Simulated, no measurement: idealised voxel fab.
process module | voxel fin reveal
cross-section cut | 295 nm wide | cells 5 nm
A cross-section is a grid of square cells, given in bands from the top down. A band is one or more rows of cells.
Each band's line starts with the height of the band's top and of its bottom, in nm. Then come its materials from left to right, each with its width in nm. One material with "throughout" fills the band from edge to edge. "air" is empty space.
Height 0 is the level under which the wafer as received is all one material. The lowest band goes on downwards, as in "0 down".
A width such as "30 to 40" changes by the same amount from each row of cells to the next, from the band's top row to its bottom row.
"no change" after a step means that no cell of the cross-section changed.
closed voids: empty space of 8 cells or more with no open way to the top, each as width x height at its distance from the left edge, in nm
after a step's settings: what the simulator itself notes on the step
overlay nm, on a step with a mask: how far to the right of its planned place the mask lay; to the left if negative
plan
1 op RECEIVE | material Si
2 op CONFORMAL_DEP | material SiN | thk nm 5
3 op PATTERN | tone cover | mask id FINS | material resist | width nm 15 | pitch nm 35 | thk nm 15 | overlay nm 0
4 op DIRECTIONAL_ETCH | etch materials SiN | depth nm 5
5 op DIRECTIONAL_ETCH | etch materials Si | depth nm 35
6 op STRIP | etch materials resist
7 op FILL_DEP | material SiO2 | thk nm 15
8 op CMP | height nm 5
9 op SELECTIVE_ETCH | etch materials SiO2 | depth nm 25
10 op STRIP | etch materials SiN
11 op CONFORMAL_DEP | material HfO2 | thk nm 5
first wafer, as planned
as received, after step 1
  0 down: Si throughout
  closed voids: none
after step 2
  5 to 0: SiN throughout
  below 0: unchanged
after step 3
  20 to 5: air 85 | resist 15 | air 20 | resist 15 | air 20 | resist 15 | air 20 | resist 15 | air 90
  below 5: unchanged
after step 4
  20 to 5: air 85 | resist 15 | air 20 | resist 15 | air 20 | resist 15 | air 20 | resist 15 | air 90
  5 to 0: air 85 | SiN 15 | air 20 | SiN 15 | air 20 | SiN 15 | air 20 | SiN 15 | air 90
  below 0: unchanged
after step 5
  20 to 5: air 85 | resist 15 | air 20 | resist 15 | air 20 | resist 15 | air 20 | resist 15 | air 90
  5 to 0: air 85 | SiN 15 | air 20 | SiN 15 | air 20 | SiN 15 | air 20 | SiN 15 | air 90
  0 to -35: air 85 | Si 15 | air 20 | Si 15 | air 20 | Si 15 | air 20 | Si 15 | air 90
  below -35: unchanged
after step 6
  5 to 0: air 85 | SiN 15 | air 20 | SiN 15 | air 20 | SiN 15 | air 20 | SiN 15 | air 90
  below 0: unchanged
after step 7
  20 to 5: SiO2 throughout
  5 to 0: SiO2 85 | SiN 15 | SiO2 20 | SiN 15 | SiO2 20 | SiN 15 | SiO2 20 | SiN 15 | SiO2 90
  0 to -35: SiO2 85 | Si 15 | SiO2 20 | Si 15 | SiO2 20 | Si 15 | SiO2 20 | Si 15 | SiO2 90
  below -35: unchanged
after step 8
  5 to 0: SiO2 85 | SiN 15 | SiO2 20 | SiN 15 | SiO2 20 | SiN 15 | SiO2 20 | SiN 15 | SiO2 90
  below 0: unchanged
after step 9
  5 to 0: air 85 | SiN 15 | air 20 | SiN 15 | air 20 | SiN 15 | air 20 | SiN 15 | air 90
  0 to -20: air 85 | Si 15 | air 20 | Si 15 | air 20 | Si 15 | air 20 | Si 15 | air 90
  below -20: unchanged
after step 10
  0 to -20: air 85 | Si 15 | air 20 | Si 15 | air 20 | Si 15 | air 20 | Si 15 | air 90
  below -20: unchanged
after step 11
  5 to 0: air 80 | HfO2 25 | air 10 | HfO2 25 | air 10 | HfO2 25 | air 10 | HfO2 25 | air 85
  0 to -15: air 80 | HfO2 5 | Si 15 | HfO2 5 | air 10 | HfO2 5 | Si 15 | HfO2 5 | air 10 | HfO2 5 | Si 15 | HfO2 5 | air 10 | HfO2 5 | Si 15 | HfO2 5 | air 85
  -15 to -20: HfO2 85 | Si 15 | HfO2 20 | Si 15 | HfO2 20 | Si 15 | HfO2 20 | Si 15 | HfO2 90
  below -20: unchanged
second wafer: like start, like plan, one mistake. Through step 9 it matches the first wafer
when step 10 should have ended
  0 to -20: air 85 | Si 15 | air 20 | Si 15 | air 20 | Si 15 | air 20 | Si 15 | air 90
  below -20: unchanged
when step 11 should have ended
  5 to 0: air 80 | HfO2 25 | air 10 | HfO2 25 | air 10 | HfO2 25 | air 10 | HfO2 25 | air 85
  0 to -15: air 80 | HfO2 5 | Si 15 | HfO2 5 | air 10 | HfO2 5 | Si 15 | HfO2 5 | air 10 | HfO2 5 | Si 15 | HfO2 5 | air 10 | HfO2 5 | Si 15 | HfO2 5 | air 85
  -15 to -20: HfO2 85 | Si 15 | HfO2 20 | Si 15 | HfO2 20 | Si 15 | HfO2 20 | Si 15 | HfO2 90
  below -20: unchanged
what went wrong: step 10 was run twice
at the end the two cross-sections are the same: no effect in what this model computes
